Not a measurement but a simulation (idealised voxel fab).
The process module that follows is named voxel self aligned vias.
This is section cut - it's 280 nm across, gridded in 5 nm square cells.
Think of the cross-section as a grid of square cells. We describe it in bands, top to bottom, and each band covers one or more rows of those cells.
It is stipulated that each band's entry specify, in nanometres, the height of the top of the band and then that of its bottom, followed by the materials of the band in left-to-right sequence, each together with its width in nanometres. A single material marked by the word "all across" is understood to fill the band from edge to edge; the word "air" is understood to denote empty space.
Heads up on the height convention: 0 is the point under which the incoming wafer is all one material, and the lowest band has no bottom, it just keeps going down, like "from 0 down".
Read "30 to 40" as a graded width: first number on top, second number at the bottom, same change between each pair of neighbouring rows.
Basically "nothing changed" means that step didn't change any cell in the cross-section.
The entry "Closed void roster" lists the empty spaces that cover at least 8 cells and have no open path to the top. Each is written as width x height at distance, where the distance is measured from the left edge and all three values are in nm.
It should be noted that, on the line of a given step, the content following the step's settings is a remark produced by the simulator itself with respect to that step.
overlay nm: mask right of planned place by this much (step with mask). Neg. = left.
# plan
1) RECEIVE [material Si]
2) CONFORMAL_DEP [material SiO2] [thk nm 10]
3) CONFORMAL_DEP [material SiCN] [thk nm 5]
4) DIRECTIONAL_DEP [material SiO2] [thk nm 30]
5) MASKED_ETCH [tone open] [mask id LINES] [width nm 25] [pitch nm 75] [etch materials SiO2] [depth nm 30] [overlay nm 0]
6) CONFORMAL_DEP [material TiN] [thk nm 5]
7) FILL_DEP [material W] [thk nm 10]
8) CMP [height nm 45]
9) SELECTIVE_ETCH [etch materials W Ru TiN] [depth nm 5]
10) FILL_DEP [material SiN] [thk nm 10]
11) CMP [height nm 45]
12) DIRECTIONAL_DEP [material SiO2] [thk nm 15]
13) PATTERN [tone open] [mask id VIAS] [material resist] [width nm 45] [thk nm 20] [overlay nm 0]
14) DIRECTIONAL_ETCH [etch materials SiO2] [depth nm 15]
15) DIRECTIONAL_ETCH [etch materials SiN] [depth nm 5]
16) STRIP [etch materials resist]
17) CONFORMAL_DEP [material TiN] [thk nm 5]
18) FILL_DEP [material Cu] [thk nm 10]
19) CMP [height nm 60]
20) CONFORMAL_DEP [material SiCN] [thk nm 5]
# Cross-section, incoming material, after step 1
from 0 down | Si all across
Closed void roster: none
# Wafer cross-section at module end: first of two, run to plan
from 65 to 60 | SiCN all across
from 60 to 50 | SiO2 80 | TiN 5 | Cu 35 | TiN 5 | SiO2 155
from 50 to 45 | SiO2 80 | TiN 15 | Cu 15 | TiN 15 | SiO2 155
from 45 to 40 | SiO2 90 | TiN 25 | SiO2 50 | SiN 25 | SiO2 90
from 40 to 20 | SiO2 90 | TiN 5 | W 15 | TiN 5 | SiO2 50 | TiN 5 | W 15 | TiN 5 | SiO2 90
from 20 to 15 | SiO2 90 | TiN 25 | SiO2 50 | TiN 25 | SiO2 90
from 15 to 10 | SiCN all across
from 10 to 0 | SiO2 all across
from 0 down | Si all across
Closed void roster: none
# Wafer two cross-section, module end. Start and plan unchanged from wafer one; one mistake made during the run
from 65 to 60 | SiCN all across
from 60 to 45 | SiO2 80 | TiN 5 | Cu 35 | TiN 5 | SiO2 155
from 45 to 40 | SiN 80 | TiN 45 | SiN 155
from 40 to 35 | SiO2 90 | SiN 25 | SiO2 50 | SiN 25 | SiO2 90
from 35 to 20 | SiO2 90 | TiN 5 | W 15 | TiN 5 | SiO2 50 | TiN 5 | W 15 | TiN 5 | SiO2 90
from 20 to 15 | SiO2 90 | TiN 25 | SiO2 50 | TiN 25 | SiO2 90
from 15 to 10 | SiCN all across
from 10 to 0 | SiO2 all across
from 0 down | Si all across
Closed void roster: none
Want to know what went wrong? note that step 8 departed from the planned setting and was carried out as CMP [height nm 40]
In the final state, the cell counts of the second wafer exceed or fall short of those of the first for the following materials: Cu +4 | SiN +52 | SiO2 -46 | TiN -4 | W -6
